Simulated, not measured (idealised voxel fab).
process module | voxel gate over fins
cross-section cut | 195 nm wide | cells 5 nm
A cross-section is a grid of square cells, given in bands from the top down. A band is one or more rows of cells.
Each band's line starts with the height of the band's top and of its bottom, in nm. Then come its materials from left to right, each with its width in nm. One material with "throughout" fills the band from edge to edge. "air" is empty space.
Height 0 is the level under which the wafer as received is all one material. The lowest band goes on downwards, as in "0 down".
A width such as "30 to 40" changes by the same amount from each row of cells to the next, from the band's top row to its bottom row.
"no change" after a step means that no cell of the cross-section changed.
closed voids: empty space of 8 cells or more with no open way to the top, each as width x height at its distance from the left edge, in nm
after a step's settings: what the simulator itself notes on the step
overlay nm, on a step with a mask: how far to the right of its planned place the mask lay; to the left if negative
plan
1 op RECEIVE | material Si
2 op CONFORMAL_DEP | material SiN | thk nm 5
3 op PATTERN | tone cover | mask id FINS | material resist | width nm 15 | pitch nm 60 | thk nm 15 | overlay nm 0
4 op DIRECTIONAL_ETCH | etch materials SiN | depth nm 5
5 op DIRECTIONAL_ETCH | etch materials Si | depth nm 40
6 op STRIP | etch materials resist
7 op FILL_DEP | material SiO2 | thk nm 15
8 op CMP | height nm 5
9 op PATTERN | tone open | mask id RAIL | material resist | width nm 15 | thk nm 15 | overlay nm 0
10 op DIRECTIONAL_ETCH | etch materials SiO2 | depth nm 40
11 op STRIP | etch materials resist
12 op CONFORMAL_DEP | material TiN | thk nm 5
13 op FILL_DEP | material W | thk nm 5
14 op CMP | height nm 5
15 op SELECTIVE_ETCH | etch materials W Ru TiN | depth nm 25
16 op FILL_DEP | material SiO2 | thk nm 5
17 op CMP | height nm 5
18 op SELECTIVE_ETCH | etch materials SiO2 | depth nm 20
19 op STRIP | etch materials SiN
20 op CONFORMAL_DEP | material HfO2 | thk nm 5
21 op CONFORMAL_DEP | material TiN | thk nm 5
22 op CONFORMAL_DEP | material TiAl | thk nm 5
23 op CONFORMAL_DEP | material TiN | thk nm 5
24 op FILL_DEP | material W | thk nm 10
25 op CMP | height nm 25
26 op CONFORMAL_DEP | material SiCN | thk nm 5
first wafer, as planned
as received, after step 1
  0 down: Si throughout
  closed voids: none
after step 2
  5 to 0: SiN throughout
  below 0: unchanged
after step 3
  20 to 5: air 30 | resist 15 | air 45 | resist 15 | air 45 | resist 15 | air 30
  below 5: unchanged
after step 4
  20 to 5: air 30 | resist 15 | air 45 | resist 15 | air 45 | resist 15 | air 30
  5 to 0: air 30 | SiN 15 | air 45 | SiN 15 | air 45 | SiN 15 | air 30
  below 0: unchanged
after step 5
  20 to 5: air 30 | resist 15 | air 45 | resist 15 | air 45 | resist 15 | air 30
  5 to 0: air 30 | SiN 15 | air 45 | SiN 15 | air 45 | SiN 15 | air 30
  0 to -40: air 30 | Si 15 | air 45 | Si 15 | air 45 | Si 15 | air 30
  below -40: unchanged
after step 6
  5 to 0: air 30 | SiN 15 | air 45 | SiN 15 | air 45 | SiN 15 | air 30
  below 0: unchanged
after step 7
  20 to 5: SiO2 throughout
  5 to 0: SiO2 30 | SiN 15 | SiO2 45 | SiN 15 | SiO2 45 | SiN 15 | SiO2 30
  0 to -40: SiO2 30 | Si 15 | SiO2 45 | Si 15 | SiO2 45 | Si 15 | SiO2 30
  below -40: unchanged
after step 8
  5 to 0: SiO2 30 | SiN 15 | SiO2 45 | SiN 15 | SiO2 45 | SiN 15 | SiO2 30
  below 0: unchanged
after step 9
  20 to 5: resist 60 | air 15 | resist 120
  below 5: unchanged
after step 10
  20 to 5: resist 60 | air 15 | resist 120
  5 to 0: SiO2 30 | SiN 15 | SiO2 15 | air 15 | SiO2 15 | SiN 15 | SiO2 45 | SiN 15 | SiO2 30
  0 to -35: SiO2 30 | Si 15 | SiO2 15 | air 15 | SiO2 15 | Si 15 | SiO2 45 | Si 15 | SiO2 30
  below -35: unchanged
after step 11
  5 to 0: SiO2 30 | SiN 15 | SiO2 15 | air 15 | SiO2 15 | SiN 15 | SiO2 45 | SiN 15 | SiO2 30
  below 0: unchanged
after step 12
  10 to 5: TiN 65 | air 5 | TiN 125
  5 to 0: SiO2 30 | SiN 15 | SiO2 15 | TiN 5 | air 5 | TiN 5 | SiO2 15 | SiN 15 | SiO2 45 | SiN 15 | SiO2 30
  0 to -30: SiO2 30 | Si 15 | SiO2 15 | TiN 5 | air 5 | TiN 5 | SiO2 15 | Si 15 | SiO2 45 | Si 15 | SiO2 30
  -30 to -35: SiO2 30 | Si 15 | SiO2 15 | TiN 15 | SiO2 15 | Si 15 | SiO2 45 | Si 15 | SiO2 30
  below -35: unchanged
after step 13
  15 to 10: W throughout
  10 to 5: TiN 65 | W 5 | TiN 125
  5 to 0: SiO2 30 | SiN 15 | SiO2 15 | TiN 5 | W 5 | TiN 5 | SiO2 15 | SiN 15 | SiO2 45 | SiN 15 | SiO2 30
  0 to -30: SiO2 30 | Si 15 | SiO2 15 | TiN 5 | W 5 | TiN 5 | SiO2 15 | Si 15 | SiO2 45 | Si 15 | SiO2 30
  below -30: unchanged
after step 14
  5 to 0: SiO2 30 | SiN 15 | SiO2 15 | TiN 5 | W 5 | TiN 5 | SiO2 15 | SiN 15 | SiO2 45 | SiN 15 | SiO2 30
  below 0: unchanged
after step 15
  5 to 0: SiO2 30 | SiN 15 | SiO2 15 | air 15 | SiO2 15 | SiN 15 | SiO2 45 | SiN 15 | SiO2 30
  0 to -20: SiO2 30 | Si 15 | SiO2 15 | air 15 | SiO2 15 | Si 15 | SiO2 45 | Si 15 | SiO2 30
  below -20: unchanged
after step 16
  10 to 5: SiO2 throughout
  5 to 0: SiO2 30 | SiN 15 | SiO2 45 | SiN 15 | SiO2 45 | SiN 15 | SiO2 30
  0 to -20: SiO2 30 | Si 15 | SiO2 45 | Si 15 | SiO2 45 | Si 15 | SiO2 30
  below -20: unchanged
after step 17
  5 to 0: SiO2 30 | SiN 15 | SiO2 45 | SiN 15 | SiO2 45 | SiN 15 | SiO2 30
  below 0: unchanged
after step 18
  5 to 0: air 30 | SiN 15 | air 45 | SiN 15 | air 45 | SiN 15 | air 30
  0 to -15: air 30 | Si 15 | air 45 | Si 15 | air 45 | Si 15 | air 30
  below -15: unchanged
after step 19
  0 to -15: air 30 | Si 15 | air 45 | Si 15 | air 45 | Si 15 | air 30
  below -15: unchanged
after step 20
  5 to 0: air 25 | HfO2 25 | air 35 | HfO2 25 | air 35 | HfO2 25 | air 25
  0 to -10: air 25 | HfO2 5 | Si 15 | HfO2 5 | air 35 | HfO2 5 | Si 15 | HfO2 5 | air 35 | HfO2 5 | Si 15 | HfO2 5 | air 25
  -10 to -15: HfO2 30 | Si 15 | HfO2 45 | Si 15 | HfO2 45 | Si 15 | HfO2 30
  below -15: unchanged
after step 21
  10 to 5: air 20 | TiN 35 | air 25 | TiN 35 | air 25 | TiN 35 | air 20
  5 to 0: air 20 | TiN 5 | HfO2 25 | TiN 5 | air 25 | TiN 5 | HfO2 25 | TiN 5 | air 25 | TiN 5 | HfO2 25 | TiN 5 | air 20
  0 to -5: air 20 | TiN 5 | HfO2 5 | Si 15 | HfO2 5 | TiN 5 | air 25 | TiN 5 | HfO2 5 | Si 15 | HfO2 5 | TiN 5 | air 25 | TiN 5 | HfO2 5 | Si 15 | HfO2 5 | TiN 5 | air 20
  -5 to -10: TiN 25 | HfO2 5 | Si 15 | HfO2 5 | TiN 35 | HfO2 5 | Si 15 | HfO2 5 | TiN 35 | HfO2 5 | Si 15 | HfO2 5 | TiN 25
  below -10: unchanged
after step 22
  15 to 10: air 15 | TiAl 45 | air 15 | TiAl 45 | air 15 | TiAl 45 | air 15
  10 to 5: air 15 | TiAl 5 | TiN 35 | TiAl 5 | air 15 | TiAl 5 | TiN 35 | TiAl 5 | air 15 | TiAl 5 | TiN 35 | TiAl 5 | air 15
  5 to 0: air 15 | TiAl 5 | TiN 5 | HfO2 25 | TiN 5 | TiAl 5 | air 15 | TiAl 5 | TiN 5 | HfO2 25 | TiN 5 | TiAl 5 | air 15 | TiAl 5 | TiN 5 | HfO2 25 | TiN 5 | TiAl 5 | air 15
  0 to -5: TiAl 20 | TiN 5 | HfO2 5 | Si 15 | HfO2 5 | TiN 5 | TiAl 25 | TiN 5 | HfO2 5 | Si 15 | HfO2 5 | TiN 5 | TiAl 25 | TiN 5 | HfO2 5 | Si 15 | HfO2 5 | TiN 5 | TiAl 20
  below -5: unchanged
after step 23
  20 to 15: air 10 | TiN 55 | air 5 | TiN 55 | air 5 | TiN 55 | air 10
  15 to 10: air 10 | TiN 5 | TiAl 45 | TiN 5 | air 5 | TiN 5 | TiAl 45 | TiN 5 | air 5 | TiN 5 | TiAl 45 | TiN 5 | air 10
  10 to 5: air 10 | TiN 5 | TiAl 5 | TiN 35 | TiAl 5 | TiN 5 | air 5 | TiN 5 | TiAl 5 | TiN 35 | TiAl 5 | TiN 5 | air 5 | TiN 5 | TiAl 5 | TiN 35 | TiAl 5 | TiN 5 | air 10
  5 to 0: TiN 15 | TiAl 5 | TiN 5 | HfO2 25 | TiN 5 | TiAl 5 | TiN 15 | TiAl 5 | TiN 5 | HfO2 25 | TiN 5 | TiAl 5 | TiN 15 | TiAl 5 | TiN 5 | HfO2 25 | TiN 5 | TiAl 5 | TiN 15
  below 0: unchanged
after step 24
  30 to 20: W throughout
  20 to 15: W 10 | TiN 55 | W 5 | TiN 55 | W 5 | TiN 55 | W 10
  15 to 10: W 10 | TiN 5 | TiAl 45 | TiN 5 | W 5 | TiN 5 | TiAl 45 | TiN 5 | W 5 | TiN 5 | TiAl 45 | TiN 5 | W 10
  10 to 5: W 10 | TiN 5 | TiAl 5 | TiN 35 | TiAl 5 | TiN 5 | W 5 | TiN 5 | TiAl 5 | TiN 35 | TiAl 5 | TiN 5 | W 5 | TiN 5 | TiAl 5 | TiN 35 | TiAl 5 | TiN 5 | W 10
  below 5: unchanged
after step 25
  25 to 20: W throughout
  below 20: unchanged
after step 26
  30 to 25: SiCN throughout
  below 25: unchanged
second wafer: like start, like plan, one mistake. Through step 19 it matches the first wafer
when step 20 should have ended: no change
when step 21 should have ended
  5 to 0: air 25 | TiN 25 | air 35 | TiN 25 | air 35 | TiN 25 | air 25
  0 to -10: air 25 | TiN 5 | Si 15 | TiN 5 | air 35 | TiN 5 | Si 15 | TiN 5 | air 35 | TiN 5 | Si 15 | TiN 5 | air 25
  -10 to -15: TiN 30 | Si 15 | TiN 45 | Si 15 | TiN 45 | Si 15 | TiN 30
  below -15: unchanged
when step 22 should have ended
  10 to 5: air 20 | TiAl 35 | air 25 | TiAl 35 | air 25 | TiAl 35 | air 20
  5 to 0: air 20 | TiAl 5 | TiN 25 | TiAl 5 | air 25 | TiAl 5 | TiN 25 | TiAl 5 | air 25 | TiAl 5 | TiN 25 | TiAl 5 | air 20
  0 to -5: air 20 | TiAl 5 | TiN 5 | Si 15 | TiN 5 | TiAl 5 | air 25 | TiAl 5 | TiN 5 | Si 15 | TiN 5 | TiAl 5 | air 25 | TiAl 5 | TiN 5 | Si 15 | TiN 5 | TiAl 5 | air 20
  -5 to -10: TiAl 25 | TiN 5 | Si 15 | TiN 5 | TiAl 35 | TiN 5 | Si 15 | TiN 5 | TiAl 35 | TiN 5 | Si 15 | TiN 5 | TiAl 25
  below -10: unchanged
when step 23 should have ended
  15 to 10: air 15 | TiN 45 | air 15 | TiN 45 | air 15 | TiN 45 | air 15
  10 to 5: air 15 | TiN 5 | TiAl 35 | TiN 5 | air 15 | TiN 5 | TiAl 35 | TiN 5 | air 15 | TiN 5 | TiAl 35 | TiN 5 | air 15
  5 to 0: air 15 | TiN 5 | TiAl 5 | TiN 25 | TiAl 5 | TiN 5 | air 15 | TiN 5 | TiAl 5 | TiN 25 | TiAl 5 | TiN 5 | air 15 | TiN 5 | TiAl 5 | TiN 25 | TiAl 5 | TiN 5 | air 15
  0 to -5: TiN 20 | TiAl 5 | TiN 5 | Si 15 | TiN 5 | TiAl 5 | TiN 25 | TiAl 5 | TiN 5 | Si 15 | TiN 5 | TiAl 5 | TiN 25 | TiAl 5 | TiN 5 | Si 15 | TiN 5 | TiAl 5 | TiN 20
  below -5: unchanged
when step 24 should have ended
  25 to 15: W throughout
  15 to 10: W 15 | TiN 45 | W 15 | TiN 45 | W 15 | TiN 45 | W 15
  10 to 5: W 15 | TiN 5 | TiAl 35 | TiN 5 | W 15 | TiN 5 | TiAl 35 | TiN 5 | W 15 | TiN 5 | TiAl 35 | TiN 5 | W 15
  5 to 0: W 15 | TiN 5 | TiAl 5 | TiN 25 | TiAl 5 | TiN 5 | W 15 | TiN 5 | TiAl 5 | TiN 25 | TiAl 5 | TiN 5 | W 15 | TiN 5 | TiAl 5 | TiN 25 | TiAl 5 | TiN 5 | W 15
  below 0: unchanged
when step 25 should have ended: no change
when step 26 should have ended
  30 to 25: SiCN throughout
  below 25: unchanged
what went wrong: step 20 was left out
at the end the second wafer has, in cells: 57 fewer of HfO2 | 57 more of W
